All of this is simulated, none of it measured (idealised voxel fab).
Presented below is a process module, voxel self aligned contacts.
This is section cut - it's 250 nm across, gridded in 5 nm square cells.
The cross-sections in this document take the form of a grid made of square cells. They are written out as bands, in order from top to bottom. Each band consists of one or more rows of cells. Band: top and bottom heights (nm) first, top before bottom; then materials from left to right, widths in nm. "full width" marks a sole material filling the band edge to edge. "empty" denotes empty space. All heights in this document are referenced to 0, defined as the level beneath which the wafer, as received, consists entirely of one material. The lowest band is not bounded below; it extends indefinitely downward and is written in the form "0 and below". The expression "30->40" gives the width at the extremes of the band, the first number at its top row of cells and the second at its bottom row, with the width changing by equal amounts from each row to the next in between. No cell of the cross-section changed in a step that is given as "nothing changed". Entry "Trapped void list" = empty spaces >= 8 cells with no open way to the top; each as width x height at distance, distance from left edge, all nm. Step line, after settings: the simulator's comment on this step. overlay nm: mask right of planned place by this much (step with mask). Neg. = left.
Set out below are the planned steps of the process:
1 RECEIVE | material Si
2 CONFORMAL_DEP | material SiO2 | thk nm 5
3 DIRECTIONAL_DEP | material polySi | thk nm 25
4 DIRECTIONAL_DEP | material SiN | thk nm 20
5 DIRECTIONAL_DEP | material aC | thk nm 10
6 PATTERN | tone cover | mask id GATE | material resist | width nm 35 | pitch nm 70 | thk nm 30 | overlay nm 0
7 DIRECTIONAL_ETCH | etch materials aC | depth nm 10
8 STRIP | etch materials resist
9 DIRECTIONAL_ETCH | etch materials SiN | depth nm 20
10 DIRECTIONAL_ETCH | etch materials polySi | depth nm 25
11 STRIP | etch materials aC
12 CONFORMAL_DEP | material SiN | thk nm 5
13 DIRECTIONAL_ETCH | etch materials SiN | depth nm 5
14 FILL_DEP | material SiO2 | thk nm 15
15 CMP | height nm 60
16 DIRECTIONAL_DEP | material aC | thk nm 10
17 PATTERN | tone open | mask id CONTACT | material resist | width nm 55 | pitch nm 70 | thk nm 25 | overlay nm 0
18 DIRECTIONAL_ETCH | etch materials aC | depth nm 10
19 STRIP | etch materials resist
20 DIRECTIONAL_ETCH | etch materials SiO2 | depth nm 60
21 STRIP | etch materials aC
22 CONFORMAL_DEP | material TiN | thk nm 5
23 FILL_DEP | material Ru | thk nm 10
24 CMP | height nm 60
25 CONFORMAL_DEP | material SiN | thk nm 5
Delivered wafer in cross-section: state after step 1:
* 0 and below: Si full width
* Trapped void list: none
End state of the module in cross-section, given the above starting point and plan and one mistake in execution:
* 65 down to 60: SiN full width
* 60 down to 55: 55 Ru, 5 TiN, 55 SiO2, 5 TiN, 5 Ru, 5 TiN, 55 SiO2, 5 TiN, 60 Ru
* 55 down to 50: 25 Ru, 35 TiN, 55 SiO2, 15 TiN, 55 SiO2, 35 TiN, 30 Ru
* 50 down to 30: 25 Ru, 5 TiN, 45 SiN, 25 SiO2, 45 SiN, 25 SiO2, 45 SiN, 5 TiN, 30 Ru
* 30 down to 5: 25 Ru, 5 TiN, 5 SiN, 35 polySi, 5 SiN, 25 SiO2, 5 SiN, 35 polySi, 5 SiN, 25 SiO2, 5 SiN, 35 polySi, 5 SiN, 5 TiN, 30 Ru
* 5 down to 0: 30 TiN, 185 SiO2, 35 TiN
* 0 and below: Si full width
* Trapped void list: none
The plan and the run diverged here: step 17, actual vs plan mismatch, actual run PATTERN | tone cover | mask id CONTACT | material resist | width nm 55 | pitch nm 70 | thk nm 25 | overlay nm 0
